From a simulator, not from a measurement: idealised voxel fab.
process module | voxel wiring stack
cross-section cut | 245 nm wide | cells 5 nm
A cross-section is a grid of square cells, given in bands from the top down. A band is one or more rows of cells.
Each band's line starts with the height of the band's top and of its bottom, in nm. Then come its materials from left to right, each with its width in nm. One material with "throughout" fills the band from edge to edge. "air" is empty space.
Height 0 is the level under which the wafer as received is all one material. The lowest band goes on downwards, as in "0 down".
A width such as "30 to 40" changes by the same amount from each row of cells to the next, from the band's top row to its bottom row.
"no change" after a step means that no cell of the cross-section changed.
closed voids: empty space of 8 cells or more with no open way to the top, each as width x height at its distance from the left edge, in nm
after a step's settings: what the simulator itself notes on the step
overlay nm, on a step with a mask: how far to the right of its planned place the mask lay; to the left if negative
plan
1 op RECEIVE | material Si
2 op CONFORMAL_DEP | material SiO2 | thk nm 10
3 op CONFORMAL_DEP | material SiCN | thk nm 5
4 op DIRECTIONAL_DEP | material SiO2 | thk nm 20
5 op MASKED_ETCH | tone open | mask id METAL_1 | width nm 30 | pitch nm 60 | etch materials SiO2 | depth nm 20 | overlay nm 0
6 op MASKED_ETCH | tone open | mask id METAL_1 | width nm 30 | pitch nm 60 | etch materials SiCN | depth nm 5 | overlay nm 0
7 op CONFORMAL_DEP | material TiN | thk nm 5
8 op FILL_DEP | material W | thk nm 10
9 op CMP | height nm 35
10 op CONFORMAL_DEP | material SiCN | thk nm 5
11 op DIRECTIONAL_DEP | material lowk | thk nm 20
12 op PATTERN | tone open | mask id PLUG_1 | material resist | width nm 15 | pitch nm 60 | thk nm 15 | overlay nm 0
13 op DIRECTIONAL_ETCH | etch materials lowk | depth nm 20
14 op DIRECTIONAL_ETCH | etch materials SiCN | depth nm 5
15 op STRIP | etch materials resist
16 op EPI | material Ru | thk nm 10
17 op EPI | material Ru | thk nm 10
18 op EPI | material Ru | thk nm 5
19 op DIRECTIONAL_DEP | material TiN | thk nm 5
20 op DIRECTIONAL_DEP | material Ru | thk nm 25
21 op PATTERN | tone cover | mask id METAL_2 | material resist | width nm 30 | pitch nm 60 | thk nm 15 | overlay nm 0
22 op DIRECTIONAL_ETCH | etch materials Ru | depth nm 25
23 op DIRECTIONAL_ETCH | etch materials TiN | depth nm 5
24 op STRIP | etch materials resist
25 op FILL_DEP | material lowk | thk nm 10
26 op CMP | height nm 90
27 op CONFORMAL_DEP | material SiCN | thk nm 5
28 op DIRECTIONAL_DEP | material SiO2 | thk nm 30
29 op PATTERN | tone open | mask id METAL_3 | material resist | width nm 30 | pitch nm 60 | thk nm 20 | overlay nm 0
30 op DIRECTIONAL_ETCH | etch materials SiO2 | depth nm 20
31 op STRIP | etch materials resist
32 op PATTERN | tone open | mask id METAL_3_HOLES | material resist | width nm 15 | pitch nm 60 | thk nm 15 | overlay nm 0
33 op DIRECTIONAL_ETCH | etch materials SiO2 | depth nm 10
34 op DIRECTIONAL_ETCH | etch materials SiCN | depth nm 5
35 op STRIP | etch materials resist
36 op CONFORMAL_DEP | material TiN | thk nm 5
37 op FILL_DEP | material Ru | thk nm 5
38 op CMP | height nm 125
39 op CONFORMAL_DEP | material SiCN | thk nm 5
first wafer, as planned
as received, after step 1
  0 down: Si throughout
  closed voids: none
after step 2
  10 to 0: SiO2 throughout
  below 0: unchanged
after step 3
  15 to 10: SiCN throughout
  below 10: unchanged
after step 4
  35 to 15: SiO2 throughout
  below 15: unchanged
after step 5
  35 to 15: SiO2 45 | air 30 | SiO2 30 | air 30 | SiO2 30 | air 30 | SiO2 50
  below 15: unchanged
after step 6
  35 to 15: SiO2 45 | air 30 | SiO2 30 | air 30 | SiO2 30 | air 30 | SiO2 50
  15 to 10: SiCN 45 | air 30 | SiCN 30 | air 30 | SiCN 30 | air 30 | SiCN 50
  below 10: unchanged
after step 7
  40 to 35: TiN 50 | air 20 | TiN 40 | air 20 | TiN 40 | air 20 | TiN 55
  35 to 15: SiO2 45 | TiN 5 | air 20 | TiN 5 | SiO2 30 | TiN 5 | air 20 | TiN 5 | SiO2 30 | TiN 5 | air 20 | TiN 5 | SiO2 50
  15 to 10: SiCN 45 | TiN 30 | SiCN 30 | TiN 30 | SiCN 30 | TiN 30 | SiCN 50
  below 10: unchanged
after step 8
  50 to 40: W throughout
  40 to 35: TiN 50 | W 20 | TiN 40 | W 20 | TiN 40 | W 20 | TiN 55
  35 to 15: SiO2 45 | TiN 5 | W 20 | TiN 5 | SiO2 30 | TiN 5 | W 20 | TiN 5 | SiO2 30 | TiN 5 | W 20 | TiN 5 | SiO2 50
  below 15: unchanged
after step 9
  35 to 15: SiO2 45 | TiN 5 | W 20 | TiN 5 | SiO2 30 | TiN 5 | W 20 | TiN 5 | SiO2 30 | TiN 5 | W 20 | TiN 5 | SiO2 50
  below 15: unchanged
after step 10
  40 to 35: SiCN throughout
  below 35: unchanged
after step 11
  60 to 40: lowk throughout
  below 40: unchanged
after step 12
  75 to 60: resist 45 | air 15 | resist 45 | air 15 | resist 45 | air 15 | resist 65
  below 60: unchanged
after step 13
  75 to 60: resist 45 | air 15 | resist 45 | air 15 | resist 45 | air 15 | resist 65
  60 to 40: lowk 45 | air 15 | lowk 45 | air 15 | lowk 45 | air 15 | lowk 65
  below 40: unchanged
after step 14
  75 to 60: resist 45 | air 15 | resist 45 | air 15 | resist 45 | air 15 | resist 65
  60 to 40: lowk 45 | air 15 | lowk 45 | air 15 | lowk 45 | air 15 | lowk 65
  40 to 35: SiCN 45 | air 15 | SiCN 45 | air 15 | SiCN 45 | air 15 | SiCN 65
  below 35: unchanged
after step 15
  60 to 40: lowk 45 | air 15 | lowk 45 | air 15 | lowk 45 | air 15 | lowk 65
  below 40: unchanged
after step 16
  60 to 45: lowk 45 | air 15 | lowk 45 | air 15 | lowk 45 | air 15 | lowk 65
  45 to 40: lowk 45 | Ru 15 | lowk 45 | Ru 15 | lowk 45 | Ru 15 | lowk 65
  40 to 35: SiCN 45 | Ru 15 | SiCN 45 | Ru 15 | SiCN 45 | Ru 15 | SiCN 65
  below 35: unchanged
after step 17
  60 to 55: lowk 45 | air 15 | lowk 45 | air 15 | lowk 45 | air 15 | lowk 65
  55 to 40: lowk 45 | Ru 15 | lowk 45 | Ru 15 | lowk 45 | Ru 15 | lowk 65
  below 40: unchanged
after step 18
  60 to 40: lowk 45 | Ru 15 | lowk 45 | Ru 15 | lowk 45 | Ru 15 | lowk 65
  below 40: unchanged
after step 19
  65 to 60: TiN throughout
  below 60: unchanged
after step 20
  90 to 65: Ru throughout
  below 65: unchanged
after step 21
  105 to 90: air 45 | resist 30 | air 30 | resist 30 | air 30 | resist 30 | air 50
  below 90: unchanged
after step 22
  105 to 90: air 45 | resist 30 | air 30 | resist 30 | air 30 | resist 30 | air 50
  90 to 65: air 45 | Ru 30 | air 30 | Ru 30 | air 30 | Ru 30 | air 50
  below 65: unchanged
after step 23
  105 to 90: air 45 | resist 30 | air 30 | resist 30 | air 30 | resist 30 | air 50
  90 to 65: air 45 | Ru 30 | air 30 | Ru 30 | air 30 | Ru 30 | air 50
  65 to 60: air 45 | TiN 30 | air 30 | TiN 30 | air 30 | TiN 30 | air 50
  below 60: unchanged
after step 24
  90 to 65: air 45 | Ru 30 | air 30 | Ru 30 | air 30 | Ru 30 | air 50
  below 65: unchanged
after step 25
  100 to 90: lowk throughout
  90 to 65: lowk 45 | Ru 30 | lowk 30 | Ru 30 | lowk 30 | Ru 30 | lowk 50
  65 to 60: lowk 45 | TiN 30 | lowk 30 | TiN 30 | lowk 30 | TiN 30 | lowk 50
  below 60: unchanged
after step 26
  90 to 65: lowk 45 | Ru 30 | lowk 30 | Ru 30 | lowk 30 | Ru 30 | lowk 50
  below 65: unchanged
after step 27
  95 to 90: SiCN throughout
  below 90: unchanged
after step 28
  125 to 95: SiO2 throughout
  below 95: unchanged
after step 29
  145 to 125: resist 45 | air 30 | resist 30 | air 30 | resist 30 | air 30 | resist 50
  below 125: unchanged
after step 30
  145 to 125: resist 45 | air 30 | resist 30 | air 30 | resist 30 | air 30 | resist 50
  125 to 105: SiO2 45 | air 30 | SiO2 30 | air 30 | SiO2 30 | air 30 | SiO2 50
  below 105: unchanged
after step 31
  125 to 105: SiO2 45 | air 30 | SiO2 30 | air 30 | SiO2 30 | air 30 | SiO2 50
  below 105: unchanged
after step 32
  140 to 125: resist 45 | air 15 | resist 45 | air 15 | resist 45 | air 15 | resist 65
  125 to 105: SiO2 45 | air 15 | resist 15 | SiO2 30 | air 15 | resist 15 | SiO2 30 | air 15 | resist 15 | SiO2 50
  below 105: unchanged
after step 33
  140 to 125: resist 45 | air 15 | resist 45 | air 15 | resist 45 | air 15 | resist 65
  125 to 105: SiO2 45 | air 15 | resist 15 | SiO2 30 | air 15 | resist 15 | SiO2 30 | air 15 | resist 15 | SiO2 50
  105 to 95: SiO2 45 | air 15 | SiO2 45 | air 15 | SiO2 45 | air 15 | SiO2 65
  below 95: unchanged
after step 34
  140 to 125: resist 45 | air 15 | resist 45 | air 15 | resist 45 | air 15 | resist 65
  125 to 105: SiO2 45 | air 15 | resist 15 | SiO2 30 | air 15 | resist 15 | SiO2 30 | air 15 | resist 15 | SiO2 50
  105 to 95: SiO2 45 | air 15 | SiO2 45 | air 15 | SiO2 45 | air 15 | SiO2 65
  95 to 90: SiCN 45 | air 15 | SiCN 45 | air 15 | SiCN 45 | air 15 | SiCN 65
  below 90: unchanged
after step 35
  125 to 105: SiO2 45 | air 30 | SiO2 30 | air 30 | SiO2 30 | air 30 | SiO2 50
  below 105: unchanged
after step 36
  130 to 125: TiN 50 | air 20 | TiN 40 | air 20 | TiN 40 | air 20 | TiN 55
  125 to 110: SiO2 45 | TiN 5 | air 20 | TiN 5 | SiO2 30 | TiN 5 | air 20 | TiN 5 | SiO2 30 | TiN 5 | air 20 | TiN 5 | SiO2 50
  110 to 105: SiO2 45 | TiN 5 | air 5 | TiN 20 | SiO2 30 | TiN 5 | air 5 | TiN 20 | SiO2 30 | TiN 5 | air 5 | TiN 20 | SiO2 50
  105 to 95: SiO2 45 | TiN 5 | air 5 | TiN 5 | SiO2 45 | TiN 5 | air 5 | TiN 5 | SiO2 45 | TiN 5 | air 5 | TiN 5 | SiO2 65
  95 to 90: SiCN 45 | TiN 15 | SiCN 45 | TiN 15 | SiCN 45 | TiN 15 | SiCN 65
  below 90: unchanged
after step 37
  135 to 130: Ru throughout
  130 to 125: TiN 50 | Ru 20 | TiN 40 | Ru 20 | TiN 40 | Ru 20 | TiN 55
  125 to 110: SiO2 45 | TiN 5 | Ru 20 | TiN 5 | SiO2 30 | TiN 5 | Ru 20 | TiN 5 | SiO2 30 | TiN 5 | Ru 20 | TiN 5 | SiO2 50
  110 to 105: SiO2 45 | TiN 5 | Ru 5 | TiN 20 | SiO2 30 | TiN 5 | Ru 5 | TiN 20 | SiO2 30 | TiN 5 | Ru 5 | TiN 20 | SiO2 50
  105 to 95: SiO2 45 | TiN 5 | Ru 5 | TiN 5 | SiO2 45 | TiN 5 | Ru 5 | TiN 5 | SiO2 45 | TiN 5 | Ru 5 | TiN 5 | SiO2 65
  below 95: unchanged
after step 38
  125 to 110: SiO2 45 | TiN 5 | Ru 20 | TiN 5 | SiO2 30 | TiN 5 | Ru 20 | TiN 5 | SiO2 30 | TiN 5 | Ru 20 | TiN 5 | SiO2 50
  below 110: unchanged
after step 39
  130 to 125: SiCN throughout
  below 125: unchanged
second wafer: like start, like plan, one mistake. Through step 25 it matches the first wafer
when step 26 should have ended
  80 to 65: lowk 45 | Ru 30 | lowk 30 | Ru 30 | lowk 30 | Ru 30 | lowk 50
  below 65: unchanged
when step 27 should have ended
  85 to 80: SiCN throughout
  below 80: unchanged
when step 28 should have ended
  115 to 85: SiO2 throughout
  below 85: unchanged
when step 29 should have ended
  135 to 115: resist 45 | air 30 | resist 30 | air 30 | resist 30 | air 30 | resist 50
  below 115: unchanged
when step 30 should have ended
  135 to 115: resist 45 | air 30 | resist 30 | air 30 | resist 30 | air 30 | resist 50
  115 to 95: SiO2 45 | air 30 | SiO2 30 | air 30 | SiO2 30 | air 30 | SiO2 50
  below 95: unchanged
when step 31 should have ended
  115 to 95: SiO2 45 | air 30 | SiO2 30 | air 30 | SiO2 30 | air 30 | SiO2 50
  below 95: unchanged
when step 32 should have ended
  130 to 115: resist 45 | air 15 | resist 45 | air 15 | resist 45 | air 15 | resist 65
  115 to 95: SiO2 45 | air 15 | resist 15 | SiO2 30 | air 15 | resist 15 | SiO2 30 | air 15 | resist 15 | SiO2 50
  below 95: unchanged
when step 33 should have ended
  130 to 115: resist 45 | air 15 | resist 45 | air 15 | resist 45 | air 15 | resist 65
  115 to 95: SiO2 45 | air 15 | resist 15 | SiO2 30 | air 15 | resist 15 | SiO2 30 | air 15 | resist 15 | SiO2 50
  95 to 85: SiO2 45 | air 15 | SiO2 45 | air 15 | SiO2 45 | air 15 | SiO2 65
  below 85: unchanged
when step 34 should have ended
  130 to 115: resist 45 | air 15 | resist 45 | air 15 | resist 45 | air 15 | resist 65
  115 to 95: SiO2 45 | air 15 | resist 15 | SiO2 30 | air 15 | resist 15 | SiO2 30 | air 15 | resist 15 | SiO2 50
  95 to 85: SiO2 45 | air 15 | SiO2 45 | air 15 | SiO2 45 | air 15 | SiO2 65
  85 to 80: SiCN 45 | air 15 | SiCN 45 | air 15 | SiCN 45 | air 15 | SiCN 65
  below 80: unchanged
when step 35 should have ended
  115 to 95: SiO2 45 | air 30 | SiO2 30 | air 30 | SiO2 30 | air 30 | SiO2 50
  below 95: unchanged
when step 36 should have ended
  120 to 115: TiN 50 | air 20 | TiN 40 | air 20 | TiN 40 | air 20 | TiN 55
  115 to 100: SiO2 45 | TiN 5 | air 20 | TiN 5 | SiO2 30 | TiN 5 | air 20 | TiN 5 | SiO2 30 | TiN 5 | air 20 | TiN 5 | SiO2 50
  100 to 95: SiO2 45 | TiN 5 | air 5 | TiN 20 | SiO2 30 | TiN 5 | air 5 | TiN 20 | SiO2 30 | TiN 5 | air 5 | TiN 20 | SiO2 50
  95 to 85: SiO2 45 | TiN 5 | air 5 | TiN 5 | SiO2 45 | TiN 5 | air 5 | TiN 5 | SiO2 45 | TiN 5 | air 5 | TiN 5 | SiO2 65
  85 to 80: SiCN 45 | TiN 15 | SiCN 45 | TiN 15 | SiCN 45 | TiN 15 | SiCN 65
  below 80: unchanged
when step 37 should have ended
  125 to 120: Ru throughout
  120 to 115: TiN 50 | Ru 20 | TiN 40 | Ru 20 | TiN 40 | Ru 20 | TiN 55
  115 to 100: SiO2 45 | TiN 5 | Ru 20 | TiN 5 | SiO2 30 | TiN 5 | Ru 20 | TiN 5 | SiO2 30 | TiN 5 | Ru 20 | TiN 5 | SiO2 50
  100 to 95: SiO2 45 | TiN 5 | Ru 5 | TiN 20 | SiO2 30 | TiN 5 | Ru 5 | TiN 20 | SiO2 30 | TiN 5 | Ru 5 | TiN 20 | SiO2 50
  95 to 85: SiO2 45 | TiN 5 | Ru 5 | TiN 5 | SiO2 45 | TiN 5 | Ru 5 | TiN 5 | SiO2 45 | TiN 5 | Ru 5 | TiN 5 | SiO2 65
  below 85: unchanged
when step 38 should have ended: no change
when step 39 should have ended
  130 to 125: SiCN throughout
  below 125: unchanged
what went wrong: step 26 ran as: op CMP | height nm 80
at the end the second wafer has, in cells: 25 more of Ru | 37 more of TiN | 62 fewer of lowk
